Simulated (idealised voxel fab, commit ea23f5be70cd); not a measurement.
This is a process module. Its name is voxel gate over fins.
Displayed cross-section: cut, width of 275 nm, square cells sized 5 nm.
In this document a cross-section is written as a grid of square cells. It is given as a series of bands, listed from the top down, and a band is one or more rows of cells.
What a band's entry tells you: where the top is and where the bottom is, as heights in nm, and after that what lies inside, material by material from left to right, each with its width in nm. Empty space is written as the word "air", and a single material marked with the word "full width" occupies the band from edge to edge.
It should be noted that heights are counted from 0, beneath which the wafer as supplied is of one material throughout, and that the lowest band possesses no lower boundary but continues downward, as written in "0 nm and below".
A width given as "30->40" starts at the first number in the band's top row and ends at the second number in its bottom row, shifting by an equal amount at every step from row to row.
"no change", as given for a step, is the statement that not any cell of the cross-section underwent a change during that step.
"Voids, fully enclosed" enumerates empty spaces isolated from the top, with no open way to it, that contain at least 8 cells, giving each as width x height at distance from the left edge, all three in nm.
Anything after a step's settings on that line? It's the simulator's own note about the step.
You can add "overlay nm" to a step's line. For a step with a mask, it describes how far the mask lay to the right of its planned position, and a negative number describes a lay to the left.

[Here's what the planned process steps look like]
1,op RECEIVE | material Si
2,op CONFORMAL_DEP | material SiN | thk nm 10
3,op DIRECTIONAL_DEP | material aC | thk nm 15
4,op PATTERN | tone cover | mask id FINS | material resist | width nm 15 | pitch nm 50 | thk nm 35 | overlay nm 0
5,op DIRECTIONAL_ETCH | etch materials aC | depth nm 15
6,op STRIP | etch materials resist
7,op DIRECTIONAL_ETCH | etch materials SiN | depth nm 10
8,op DIRECTIONAL_ETCH | etch materials Si | depth nm 40
9,op STRIP | etch materials aC
10,op OXIDIZE | depth nm 5
11,op FILL_DEP | material SiO2 | thk nm 15
12,op CMP | height nm 10
13,op MASKED_ETCH | tone open | mask id RAIL | width nm 15 | etch materials SiO2 | depth nm 45 | overlay nm 0
14,op CONFORMAL_DEP | material TiN | thk nm 5
15,op FILL_DEP | material W | thk nm 10
16,op CMP | height nm 10
17,op SELECTIVE_ETCH | etch materials W Ru TiN | depth nm 30
18,op FILL_DEP | material SiO2 | thk nm 5
19,op CMP | height nm 10
20,op SELECTIVE_ETCH | etch materials SiO2 | depth nm 20
21,op STRIP | etch materials SiN
22,op CONFORMAL_DEP | material HfO2 | thk nm 5
23,op CONFORMAL_DEP | material TiN | thk nm 5
24,op CONFORMAL_DEP | material TiAl | thk nm 5
25,op CONFORMAL_DEP | material TiN | thk nm 5
26,op FILL_DEP | material W | thk nm 15
27,op CMP | height nm 30
28,op CONFORMAL_DEP | material SiCN | thk nm 10

[The cross-section here shows the wafer as received, i.e. in its state after step 1]
	0 nm and below = Si full width
	Voids, fully enclosed: none

[Cross-section: first of two wafers, module finished, run according to plan]
	40 nm to 30 nm = SiCN full width
	30 nm to 20 nm = W full width
	20 nm to 15 nm = 90 of W  45 of TiN  5 of W  45 of TiN  90 of W
	15 nm to 10 nm = 90 of W  5 of TiN  35 of TiAl  5 of TiN  5 of W  5 of TiN  35 of TiAl  5 of TiN  90 of W
	10 nm to 5 nm = 95 of TiN  5 of TiAl  25 of TiN  5 of TiAl  15 of TiN  5 of TiAl  25 of TiN  5 of TiAl  95 of TiN
	5 nm to 0 nm = 100 of TiAl  5 of TiN  15 of HfO2  5 of TiN  25 of TiAl  5 of TiN  15 of HfO2  5 of TiN  100 of TiAl
	0 nm to -5 nm = 105 of TiN  5 of HfO2  5 of Si  5 of HfO2  35 of TiN  5 of HfO2  5 of Si  5 of HfO2  105 of TiN
	-5 nm to -10 nm = 110 of HfO2  5 of Si  45 of HfO2  5 of Si  110 of HfO2
	-10 nm to -20 nm = 110 of SiO2  5 of Si  45 of SiO2  5 of Si  110 of SiO2
	-20 nm to -30 nm = 110 of SiO2  5 of Si  15 of SiO2  5 of TiN  5 of W  5 of TiN  15 of SiO2  5 of Si  110 of SiO2
	-30 nm to -35 nm = 110 of SiO2  5 of Si  15 of SiO2  15 of TiN  15 of SiO2  5 of Si  110 of SiO2
	-35 nm to -45 nm = 110 of SiO2  5 of Si  45 of SiO2  5 of Si  110 of SiO2
	-45 nm and below = Si full width
	Voids, fully enclosed: none

[The second wafer, shown in cross-section after the module: started the same way as the first and given the same plan, yet one mistake crept into how it was run]
	40 nm to 30 nm = SiCN full width
	30 nm to 15 nm = W full width
	15 nm to 10 nm = 95 of W  35 of TiN  15 of W  35 of TiN  95 of W
	10 nm to 5 nm = 95 of W  5 of TiN  25 of TiAl  5 of TiN  15 of W  5 of TiN  25 of TiAl  5 of TiN  95 of W
	5 nm to 0 nm = 100 of TiN  5 of TiAl  15 of TiN  5 of TiAl  25 of TiN  5 of TiAl  15 of TiN  5 of TiAl  100 of TiN
	0 nm to -5 nm = 105 of TiAl  5 of TiN  5 of Si  5 of TiN  35 of TiAl  5 of TiN  5 of Si  5 of TiN  105 of TiAl
	-5 nm to -10 nm = 110 of TiN  5 of Si  45 of TiN  5 of Si  110 of TiN
	-10 nm to -20 nm = 110 of SiO2  5 of Si  45 of SiO2  5 of Si  110 of SiO2
	-20 nm to -30 nm = 110 of SiO2  5 of Si  15 of SiO2  5 of TiN  5 of W  5 of TiN  15 of SiO2  5 of Si  110 of SiO2
	-30 nm to -35 nm = 110 of SiO2  5 of Si  15 of SiO2  15 of TiN  15 of SiO2  5 of Si  110 of SiO2
	-35 nm to -45 nm = 110 of SiO2  5 of Si  45 of SiO2  5 of Si  110 of SiO2
	-45 nm and below = Si full width
	Voids, fully enclosed: none
what went wrong: the plan's step 22 went unexecuted, having been skipped
Final wafer comparison in cells, second versus first, more or fewer per material: -63 HfO2, +63 W
